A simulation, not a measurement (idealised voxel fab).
Module name: voxel ribs on slabs (process module)
The cross-section on display is named cut; it measures 190 nm wide, and its cells are 5 nm squares.
Square cells in a grid make up a cross-section in this document, and the grid is given as bands, listed from the top down, each one or more rows of cells.
This entry defines a band. It first specifies the height of the band's top and the height of its bottom in nm, and then specifies the band's materials from left to right, stating each material with its width in nm. The word "full width" identifies a single material that fills the band from edge to edge, while the word "empty" identifies empty space.
For the purposes of this specification, 0 denotes the height below which the wafer in its as-received condition is composed wholly of one material, and the lowermost band, lacking a lower limit, extends downward without end, as expressed in "0..down".
Graded width ("30 to 40"): value in top row of band = first number; value in bottom row = second number; row-to-row change constant.
For the purposes of this document, the phrase "changes: none" attached to a step denotes that no cell within the cross-section was modified by that step.
Listed in "Closed void register": every empty space of 8 or more cells without an open way to the top. Form: width x height at distance, the distance being from the left edge, all in nm.
Note: text after step settings on the step line = simulator remark on that step.
Each step line may optionally specify "overlay nm", which for a step with a mask gives the rightward distance between the mask's planned place and where it lay, a negative value indicating the leftward direction.

List of planned process steps:
| 1 | RECEIVE with material Si |
| 2 | DIRECTIONAL_DEP with material SiO2, thk nm 30 |
| 3 | DIRECTIONAL_DEP with material polySi, thk nm 20 |
| 4 | DIRECTIONAL_DEP with material aC, thk nm 10 |
| 5 | PATTERN with tone cover, mask id RIB, material resist, width nm 30, thk nm 30, overlay nm 0 |
| 6 | DIRECTIONAL_ETCH with etch materials aC, depth nm 10 |
| 7 | STRIP with etch materials resist |
| 8 | DIRECTIONAL_ETCH with etch materials polySi, depth nm 5 |
| 9 | STRIP with etch materials aC |
| 10 | DIRECTIONAL_DEP with material aC, thk nm 10 |
| 11 | PATTERN with tone cover, mask id SLAB, material resist, width nm 80, thk nm 25, overlay nm 0 |
| 12 | DIRECTIONAL_ETCH with etch materials aC, depth nm 10 |
| 13 | STRIP with etch materials resist |
| 14 | DIRECTIONAL_ETCH with etch materials polySi, depth nm 15 |
| 15 | STRIP with etch materials aC |
| 16 | FILL_DEP with material SiO2, thk nm 30 |
| 17 | CMP with height nm 70 |
| 18 | DIRECTIONAL_DEP with material TiN, thk nm 5 |
| 19 | PATTERN with tone cover, mask id HEATER, material resist, width nm 40, thk nm 20, overlay nm 0 |
| 20 | DIRECTIONAL_ETCH with etch materials TiN, depth nm 5 |
| 21 | STRIP with etch materials resist |
| 22 | CONFORMAL_DEP with material SiO2, thk nm 10 |

This is the cross-section of the wafer as we received it, i.e. after step 1:
	0..down | Si full width
	Closed void register: none

Final wafer profile in cross-section after the module, from the same start and plan as above, with one mistake made during processing:
	85..80 | empty 65  SiO2 60  empty 65
	80..75 | SiO2 full width
	75..70 | SiO2 75  TiN 40  SiO2 75
	70..65 | SiO2 80  polySi 30  SiO2 80
	65..50 | SiO2 55  polySi 80  SiO2 55
	50..30 | polySi full width
	30..0 | SiO2 full width
	0..down | Si full width
	Closed void register: none
So what did we get wrong on this run? the plan's step 3 ran twice
